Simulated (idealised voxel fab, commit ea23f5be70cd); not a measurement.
Module name: voxel spacer lines (process module)
Displayed cross-section: cut, width of 295 nm, square cells sized 5 nm.
For the purposes of this document, a cross-section shall be understood as a grid of square cells, specified as bands listed in top-to-bottom order, each band consisting of one or more rows of cells. What a band's entry tells you: where the top is and where the bottom is, as heights in nm, and after that what lies inside, material by material from left to right, each with its width in nm. Empty space is written as the word "air", and a single material marked with the word "full width" occupies the band from edge to edge. For the purposes of this specification, 0 denotes the height below which the wafer in its as-received condition is composed wholly of one material, and the lowermost band, lacking a lower limit, extends downward without end, as expressed in "z 0 and below". The width entry "30 to 40" should be interpreted row by row: the top row of cells in the band takes the first number, the bottom row takes the second number, and the change between adjacent rows is uniform throughout. "nothing got changed" -> step changed no cross-section cell. So "Closed voids list" is basically the list of trapped voids: any empty space of 8 cells or more that can't reach the top through an opening. They're written width x height at distance, the distance being from the left edge, and it's all nm. That trailing text on a step's line, after the settings, is the simulator's own remark on the step. On any step carrying a mask, the "overlay nm" setting, if present on the step's line, tells how far right of its planned place the mask lay; negative values point to the left.
### plan
step 1: RECEIVE,material Si
step 2: CONFORMAL_DEP,material Al2O3,thk nm 5
step 3: DIRECTIONAL_DEP,material SiN,thk nm 15
step 4: DIRECTIONAL_DEP,material aC,thk nm 20
step 5: PATTERN,tone cover,mask id MANDREL,material resist,width nm 15,pitch nm 60,thk nm 25,overlay nm 0
step 6: DIRECTIONAL_ETCH,etch materials aC,depth nm 20
step 7: STRIP,etch materials resist
step 8: CONFORMAL_DEP,material SiO2,thk nm 15
step 9: DIRECTIONAL_ETCH,etch materials SiO2,depth nm 15
step 10: STRIP,etch materials aC
step 11: DIRECTIONAL_ETCH,etch materials SiN,depth nm 15
step 12: STRIP,etch materials SiO2
step 13: FILL_DEP,material SiO2,thk nm 10
step 14: CMP,height nm 20
### as received, after step 1
* z 0 and below: Si full width
* Closed voids list: none
### The first of two wafers, cross-sectioned at the end of the module, with the run proceeding as planned
* z 20 to 5: 95 nm SiO2, then 15 nm SiN, then 15 nm SiO2, then 15 nm SiN, then 15 nm SiO2, then 15 nm SiN, then 15 nm SiO2, then 15 nm SiN, then 95 nm SiO2
* z 5 to 0: Al2O3 full width
* z 0 and below: Si full width
* Closed voids list: none
### Module end: cross-section of wafer two of two. Same start and process plan as the first wafer. One mistake during execution
* z 20 to 5: 95 nm SiO2, then 15 nm SiN, then 15 nm SiO2, then 15 nm SiN, then 15 nm SiO2, then 15 nm SiN, then 15 nm SiO2, then 15 nm SiN, then 95 nm SiO2
* z 5 to 0: SiN full width
* z 0 and below: Si full width
* Closed voids list: none
Against the plan, the run slipped here: it should be noted that step 2 was executed with settings other than those planned, the operation and settings actually applied being CONFORMAL_DEP,material SiN,thk nm 5
End of process, cell counts, second wafer against first, materials with more or fewer: 59 fewer of Al2O3 | 59 more of SiN
